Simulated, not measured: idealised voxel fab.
process module | voxel ribs on slabs
cross-section cut | 295 nm wide | cells 5 nm
A cross-section is a grid of square cells, given in bands from the top down. A band is one or more rows of cells.
Each band's line starts with the height of the band's top and of its bottom, in nm. Then come its materials from left to right, each with its width in nm. One material with "throughout" fills the band from edge to edge. "air" is empty space.
Height 0 is the level under which the wafer as received is all one material. The lowest band goes on downwards, as in "0 down".
A width such as "30 to 40" changes by the same amount from each row of cells to the next, from the band's top row to its bottom row.
"no change" after a step means that no cell of the cross-section changed.
closed voids: empty space of 8 cells or more with no open way to the top, each as width x height at its distance from the left edge, in nm
after a step's settings: what the simulator itself notes on the step
overlay nm, on a step with a mask: how far to the right of its planned place the mask lay; to the left if negative
plan
1 op RECEIVE | material Si
2 op DIRECTIONAL_DEP | material SiO2 | thk nm 25
3 op DIRECTIONAL_DEP | material SiN | thk nm 25
4 op PATTERN | tone cover | mask id RIB | material resist | width nm 25 | thk nm 20 | overlay nm 0
5 op DIRECTIONAL_ETCH | etch materials SiN | depth nm 15
6 op STRIP | etch materials resist
7 op MASKED_ETCH | tone cover | mask id SLAB | width nm 85 | etch materials SiN | depth nm 10 | overlay nm 0
8 op FILL_DEP | material SiO2 | thk nm 25
9 op CMP | height nm 65
10 op DIRECTIONAL_DEP | material TiN | thk nm 5
11 op PATTERN | tone cover | mask id HEATER | material resist | width nm 35 | thk nm 15 | overlay nm 0
12 op DIRECTIONAL_ETCH | etch materials TiN | depth nm 5
13 op STRIP | etch materials resist
14 op CONFORMAL_DEP | material SiN | thk nm 5
as received, after step 1
  0 down: Si throughout
  closed voids: none
first wafer at the end, as planned
  75 to 70: air 125 | SiN 45 | air 125
  70 to 65: SiN 130 | TiN 35 | SiN 130
  65 to 50: SiO2 throughout
  50 to 35: SiO2 135 | SiN 25 | SiO2 135
  35 to 25: SiO2 105 | SiN 85 | SiO2 105
  25 to 0: SiO2 throughout
  0 down: Si throughout
  closed voids: none
second wafer at the end: like start, like plan, one mistake
  70 to 65: air 130 | TiN 35 | air 130
  65 to 50: SiO2 throughout
  50 to 35: SiO2 135 | SiN 25 | SiO2 135
  35 to 25: SiO2 105 | SiN 85 | SiO2 105
  25 to 0: SiO2 throughout
  0 down: Si throughout
  closed voids: none
what went wrong: step 14 was left out
at the end the second wafer has, in cells: 61 fewer of SiN
